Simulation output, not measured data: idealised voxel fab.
process module | voxel transistor to metal
cross-section cut | 295 nm wide | cells 5 nm
A cross-section is a grid of square cells, given in bands from the top down. A band is one or more rows of cells.
Each band's line starts with the height of the band's top and of its bottom, in nm. Then come its materials from left to right, each with its width in nm. One material with "throughout" fills the band from edge to edge. "air" is empty space.
Height 0 is the level under which the wafer as received is all one material. The lowest band goes on downwards, as in "0 down".
A width such as "30 to 40" changes by the same amount from each row of cells to the next, from the band's top row to its bottom row.
"no change" after a step means that no cell of the cross-section changed.
closed voids: empty space of 8 cells or more with no open way to the top, each as width x height at its distance from the left edge, in nm
after a step's settings: what the simulator itself notes on the step
overlay nm, on a step with a mask: how far to the right of its planned place the mask lay; to the left if negative
plan
1 op RECEIVE | material Si
2 op OXIDIZE | depth nm 5
3 op CONFORMAL_DEP | material SiN | thk nm 15
4 op MASKED_ETCH | tone cover | mask id ACTIVE | width nm 115 | pitch nm 135 | etch materials SiN | depth nm 15 | overlay nm 0
5 op MASKED_ETCH | tone cover | mask id ACTIVE | width nm 115 | pitch nm 135 | etch materials SiO2 | depth nm 5 | overlay nm 0
6 op MASKED_ETCH | tone cover | mask id ACTIVE | width nm 115 | pitch nm 135 | etch materials Si | depth nm 35 | overlay nm 0
7 op FILL_DEP | material SiO2 | thk nm 15
8 op CMP | height nm 15
9 op SELECTIVE_ETCH | etch materials SiO2 | depth nm 5
10 op STRIP | etch materials SiN
11 op SELECTIVE_ETCH | etch materials SiO2 | depth nm 5
12 op OXIDIZE | depth nm 5
13 op DIRECTIONAL_DEP | material polySi | thk nm 20
14 op DIRECTIONAL_DEP | material SiCN | thk nm 15
15 op DIRECTIONAL_DEP | material aC | thk nm 15
16 op PATTERN | tone cover | mask id GATE | material resist | width nm 15 | pitch nm 135 | thk nm 35 | overlay nm 0
17 op DIRECTIONAL_ETCH | etch materials aC | depth nm 15
18 op STRIP | etch materials resist
19 op DIRECTIONAL_ETCH | etch materials SiCN | depth nm 25
20 op DIRECTIONAL_ETCH | etch materials polySi | depth nm 30
21 op STRIP | etch materials aC
22 op CONFORMAL_DEP | material SiN | thk nm 5
23 op DIRECTIONAL_ETCH | etch materials SiN | depth nm 5
24 op DIRECTIONAL_ETCH | etch materials SiO2 | depth nm 5
25 op DIRECTIONAL_ETCH | etch materials Si | depth nm 5
26 op EPI | material pSi | thk nm 10
27 op FILL_DEP | material SiO2 | thk nm 10
28 op CMP | height nm 30
29 op DIRECTIONAL_DEP | material SiO2 | thk nm 15
30 op MASKED_ETCH | tone open | mask id CONTACT | width nm 20 | etch materials SiO2 | depth nm 50 | overlay nm 0
31 op CONFORMAL_DEP | material TiN | thk nm 5
32 op FILL_DEP | material W | thk nm 10
33 op CMP | height nm 45
34 op DIRECTIONAL_DEP | material TiN | thk nm 5
35 op DIRECTIONAL_DEP | material Ru | thk nm 20
36 op DIRECTIONAL_DEP | material aC | thk nm 15
37 op PATTERN | tone cover | mask id METAL_1 | material resist | width nm 20 | thk nm 30 | overlay nm 0
38 op DIRECTIONAL_ETCH | etch materials aC | depth nm 15
39 op STRIP | etch materials resist
40 op DIRECTIONAL_ETCH | etch materials Ru | depth nm 20
41 op DIRECTIONAL_ETCH | etch materials TiN | depth nm 5
42 op STRIP | etch materials aC
43 op CONFORMAL_DEP | material SiCN | thk nm 5
44 op FILL_DEP | material SiO2 | thk nm 10
45 op CMP | height nm 70
46 op CONFORMAL_DEP | material SiN | thk nm 5
as received, after step 1
  0 down: Si throughout
  closed voids: none
first wafer at the end, as planned
  75 to 70: SiN throughout
  70 to 50: SiO2 25 | SiCN 5 | Ru 20 | SiCN 5 | SiO2 45 | SiCN 5 | Ru 20 | SiCN 5 | SiO2 30 | SiCN 5 | Ru 20 | SiCN 5 | SiO2 45 | SiCN 5 | Ru 20 | SiCN 5 | SiO2 30
  50 to 45: SiCN 30 | TiN 20 | SiCN 55 | TiN 20 | SiCN 40 | TiN 20 | SiCN 55 | TiN 20 | SiCN 35
  45 to 30: SiO2 30 | TiN 5 | W 10 | TiN 5 | SiO2 55 | TiN 5 | W 10 | TiN 5 | SiO2 40 | TiN 5 | W 10 | TiN 5 | SiO2 55 | TiN 5 | W 10 | TiN 5 | SiO2 35
  30 to 15: SiO2 30 | TiN 5 | W 10 | TiN 5 | SiO2 15 | SiN 5 | SiCN 15 | SiN 5 | SiO2 15 | TiN 5 | W 10 | TiN 5 | SiO2 40 | TiN 5 | W 10 | TiN 5 | SiO2 15 | SiN 5 | SiCN 15 | SiN 5 | SiO2 15 | TiN 5 | W 10 | TiN 5 | SiO2 35
  15 to 5: SiO2 30 | TiN 5 | W 10 | TiN 5 | SiO2 15 | SiN 5 | polySi 15 | SiN 5 | SiO2 15 | TiN 5 | W 10 | TiN 5 | SiO2 40 | TiN 5 | W 10 | TiN 5 | SiO2 15 | SiN 5 | polySi 15 | SiN 5 | SiO2 15 | TiN 5 | W 10 | TiN 5 | SiO2 35
  5 to 0: SiO2 15 | SiN 5 | SiO2 10 | TiN 5 | W 10 | TiN 5 | SiO2 15 | SiN 5 | polySi 15 | SiN 5 | SiO2 15 | TiN 5 | W 10 | TiN 5 | SiO2 10 | SiN 5 | SiO2 10 | SiN 5 | SiO2 10 | TiN 5 | W 10 | TiN 5 | SiO2 15 | SiN 5 | polySi 15 | SiN 5 | SiO2 15 | TiN 5 | W 10 | TiN 5 | SiO2 10 | SiN 5 | SiO2 20
  0 to -5: SiO2 15 | SiN 5 | SiO2 10 | TiN 20 | SiO2 5 | pSi 10 | SiN 5 | polySi 15 | SiN 5 | pSi 10 | SiO2 5 | TiN 20 | SiO2 10 | SiN 5 | SiO2 10 | SiN 5 | SiO2 10 | TiN 20 | SiO2 5 | pSi 10 | SiN 5 | polySi 15 | SiN 5 | pSi 10 | SiO2 5 | TiN 20 | SiO2 10 | SiN 5 | SiO2 20
  -5 to -10: SiO2 20 | pSi 45 | SiO2 25 | pSi 45 | SiO2 20 | pSi 45 | SiO2 25 | pSi 45 | SiO2 25
  -10 to -15: SiO2 20 | pSi 45 | Si 25 | pSi 45 | SiO2 20 | pSi 45 | Si 25 | pSi 45 | SiO2 25
  -15 to -40: SiO2 20 | Si 115 | SiO2 20 | Si 115 | SiO2 25
  -40 down: Si throughout
  closed voids: none
second wafer at the end: like start, like plan, one mistake
  85 to 80: SiN throughout
  80 to 75: SiO2 throughout
  75 to 70: SiO2 25 | SiCN 30 | SiO2 45 | SiCN 30 | SiO2 30 | SiCN 30 | SiO2 45 | SiCN 30 | SiO2 30
  70 to 50: SiO2 25 | SiCN 5 | Ru 20 | SiCN 5 | SiO2 45 | SiCN 5 | Ru 20 | SiCN 5 | SiO2 30 | SiCN 5 | Ru 20 | SiCN 5 | SiO2 45 | SiCN 5 | Ru 20 | SiCN 5 | SiO2 30
  50 to 45: SiCN 30 | TiN 20 | SiCN 55 | TiN 20 | SiCN 40 | TiN 20 | SiCN 55 | TiN 20 | SiCN 35
  45 to 30: SiO2 30 | TiN 5 | W 10 | TiN 5 | SiO2 55 | TiN 5 | W 10 | TiN 5 | SiO2 40 | TiN 5 | W 10 | TiN 5 | SiO2 55 | TiN 5 | W 10 | TiN 5 | SiO2 35
  30 to 15: SiO2 30 | TiN 5 | W 10 | TiN 5 | SiO2 15 | SiN 5 | SiCN 15 | SiN 5 | SiO2 15 | TiN 5 | W 10 | TiN 5 | SiO2 40 | TiN 5 | W 10 | TiN 5 | SiO2 15 | SiN 5 | SiCN 15 | SiN 5 | SiO2 15 | TiN 5 | W 10 | TiN 5 | SiO2 35
  15 to 5: SiO2 30 | TiN 5 | W 10 | TiN 5 | SiO2 15 | SiN 5 | polySi 15 | SiN 5 | SiO2 15 | TiN 5 | W 10 | TiN 5 | SiO2 40 | TiN 5 | W 10 | TiN 5 | SiO2 15 | SiN 5 | polySi 15 | SiN 5 | SiO2 15 | TiN 5 | W 10 | TiN 5 | SiO2 35
  5 to 0: SiO2 15 | SiN 5 | SiO2 10 | TiN 5 | W 10 | TiN 5 | SiO2 15 | SiN 5 | polySi 15 | SiN 5 | SiO2 15 | TiN 5 | W 10 | TiN 5 | SiO2 10 | SiN 5 | SiO2 10 | SiN 5 | SiO2 10 | TiN 5 | W 10 | TiN 5 | SiO2 15 | SiN 5 | polySi 15 | SiN 5 | SiO2 15 | TiN 5 | W 10 | TiN 5 | SiO2 10 | SiN 5 | SiO2 20
  0 to -5: SiO2 15 | SiN 5 | SiO2 10 | TiN 20 | SiO2 5 | pSi 10 | SiN 5 | polySi 15 | SiN 5 | pSi 10 | SiO2 5 | TiN 20 | SiO2 10 | SiN 5 | SiO2 10 | SiN 5 | SiO2 10 | TiN 20 | SiO2 5 | pSi 10 | SiN 5 | polySi 15 | SiN 5 | pSi 10 | SiO2 5 | TiN 20 | SiO2 10 | SiN 5 | SiO2 20
  -5 to -10: SiO2 20 | pSi 45 | SiO2 25 | pSi 45 | SiO2 20 | pSi 45 | SiO2 25 | pSi 45 | SiO2 25
  -10 to -15: SiO2 20 | pSi 45 | Si 25 | pSi 45 | SiO2 20 | pSi 45 | Si 25 | pSi 45 | SiO2 25
  -15 to -40: SiO2 20 | Si 115 | SiO2 20 | Si 115 | SiO2 25
  -40 down: Si throughout
  closed voids: none
what went wrong: step 45 ran as: op CMP | height nm 80
at the end the second wafer has, in cells: 24 more of SiCN | 94 more of SiO2
